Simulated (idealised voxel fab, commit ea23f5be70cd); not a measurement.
This section sets out a process module, namely voxel ribs on slabs.
The cross-section shown here is cut; it is 160 nm wide and divided into square cells measuring 5 nm on a side.
In this document a cross-section is written as a grid of square cells. It is given as a series of bands, listed from the top down, and a band is one or more rows of cells.
Heights first: top, then bottom, in nm. Then materials, left to right, each with a width in nm. "edge to edge" on a single material: fills the band edge to edge. "air": empty space.
Height reference: 0 = level under which incoming wafer is all one material. Lowest band: no bottom, runs on downward, e.g. "from 0 down".
Top row gets the first number, bottom row gets the second, and each row in between changes by the same step: that is how a band width like "30 to 40" works.
Key: "nothing different" - step with no changed cell in the cross-section.
Enclosed voids (no open way to top), threshold 8 cells or more, entry "Encapsulated voids", notation width x height at distance, distance from left edge, nm.
Text after the settings on a step's line: the simulator's own remark on that step.
overlay nm: where the mask lay relative to plan, measured to the right, on steps with a mask; negatives go left.
## The steps planned for the process are as follows
1) RECEIVE, material Si
2) DIRECTIONAL_DEP, material SiO2, thk nm 30
3) DIRECTIONAL_DEP, material SiN, thk nm 25
4) PATTERN, tone cover, mask id RIB, material resist, width nm 15, thk nm 15, overlay nm 0
5) DIRECTIONAL_ETCH, etch materials SiN, depth nm 10
6) STRIP, etch materials resist
7) PATTERN, tone cover, mask id SLAB, material resist, width nm 55, thk nm 20, overlay nm 0
8) DIRECTIONAL_ETCH, etch materials SiN, depth nm 15
9) STRIP, etch materials resist
10) FILL_DEP, material SiO2, thk nm 25
11) CMP, height nm 70
12) DIRECTIONAL_DEP, material TiN, thk nm 10
13) MASKED_ETCH, tone cover, mask id HEATER, width nm 25, etch materials TiN, depth nm 10, overlay nm 0
14) CONFORMAL_DEP, material SiN, thk nm 10
## Account of the first of two wafers, which was processed as intended
## as received, after step 1
* from 0 down | Si edge to edge
* Encapsulated voids: none
## The wafer, seen in cross-section, after step 2
* from 30 to 0 | SiO2 edge to edge
* Below a height of 0, the structure has not been altered.
## The wafer, seen in cross-section, after step 3
* from 55 to 30 | SiN edge to edge
* Below a height of 30, the structure has not been altered.
## The wafer, seen in cross-section, after step 4
* from 70 to 55 | air (70), resist (15), air (75)
* Below a height of 55, the structure has not been altered.
## The wafer, seen in cross-section, after step 5
* from 70 to 55 | air (70), resist (15), air (75)
* from 55 to 45 | air (70), SiN (15), air (75)
* Below a height of 45, the structure has not been altered.
## The wafer, seen in cross-section, after step 6
* from 55 to 45 | air (70), SiN (15), air (75)
* Below a height of 45, the structure has not been altered.
## The wafer, seen in cross-section, after step 7
* from 75 to 55 | air (50), resist (55), air (55)
* from 55 to 45 | air (50), resist (20), SiN (15), resist (20), air (55)
* Below a height of 45, the structure has not been altered.
## The wafer, seen in cross-section, after step 8
* from 75 to 55 | air (50), resist (55), air (55)
* from 55 to 45 | air (50), resist (20), SiN (15), resist (20), air (55)
* from 45 to 30 | air (50), SiN (55), air (55)
* Below a height of 30, the structure has not been altered.
## The wafer, seen in cross-section, after step 9
* from 55 to 45 | air (70), SiN (15), air (75)
* Below a height of 45, the structure has not been altered.
## The wafer, seen in cross-section, after step 10
* from 80 to 55 | SiO2 edge to edge
* from 55 to 45 | SiO2 (70), SiN (15), SiO2 (75)
* from 45 to 30 | SiO2 (50), SiN (55), SiO2 (55)
* Below a height of 30, the structure has not been altered.
## The wafer, seen in cross-section, after step 11
* from 70 to 55 | SiO2 edge to edge
* Below a height of 55, the structure has not been altered.
## The wafer, seen in cross-section, after step 12
* from 80 to 70 | TiN edge to edge
* Below a height of 70, the structure has not been altered.
## The wafer, seen in cross-section, after step 13
* from 80 to 70 | air (65), TiN (25), air (70)
* Below a height of 70, the structure has not been altered.
## The wafer, seen in cross-section, after step 14
* from 90 to 80 | air (55), SiN (45), air (60)
* from 80 to 70 | SiN (65), TiN (25), SiN (70)
* Below a height of 70, the structure has not been altered.
## The Second Wafer: Common Origin and Plan, One Mistake in Execution, Identical to the First Through Step 1
## Second wafer, sectioned view, at step 2's planned end time
* from 25 to 0 | SiN edge to edge
* Below a height of 0, the structure has not been altered.
## Second wafer, sectioned view, at step 3's planned end time
* from 55 to 25 | SiO2 edge to edge
* Below a height of 25, the structure has not been altered.
## Second wafer, sectioned view, at step 4's planned end time
* from 70 to 55 | air (70), resist (15), air (75)
* Below a height of 55, the structure has not been altered.
Second wafer, sectioned view, at step 5's planned end time: nothing different
## Second wafer, sectioned view, at step 6's planned end time
* from 55 to 25 | SiO2 edge to edge
* Below a height of 25, the structure has not been altered.
## Second wafer, sectioned view, at step 7's planned end time
* from 75 to 55 | air (50), resist (55), air (55)
* Below a height of 55, the structure has not been altered.
Second wafer, sectioned view, at step 8's planned end time: nothing different
## Second wafer, sectioned view, at step 9's planned end time
* from 55 to 25 | SiO2 edge to edge
* Below a height of 25, the structure has not been altered.
## Second wafer, sectioned view, at step 10's planned end time
* from 80 to 25 | SiO2 edge to edge
* Below a height of 25, the structure has not been altered.
## Second wafer, sectioned view, at step 11's planned end time
* from 70 to 25 | SiO2 edge to edge
* Below a height of 25, the structure has not been altered.
## Second wafer, sectioned view, at step 12's planned end time
* from 80 to 70 | TiN edge to edge
* Below a height of 70, the structure has not been altered.
## Second wafer, sectioned view, at step 13's planned end time
* from 80 to 70 | air (65), TiN (25), air (70)
* Below a height of 70, the structure has not been altered.
## Second wafer, sectioned view, at step 14's planned end time
* from 90 to 80 | air (55), SiN (45), air (60)
* from 80 to 70 | SiN (65), TiN (25), SiN (70)
* Below a height of 70, the structure has not been altered.
It is concluded that the wafer was processed incorrectly with respect to the plan, in that the run placed steps 2 and 3 each in the position the plan gave to the other
Wrapping up, a cell-based count of both wafers puts the second over or under the first for these materials: +121 SiN | -121 SiO2
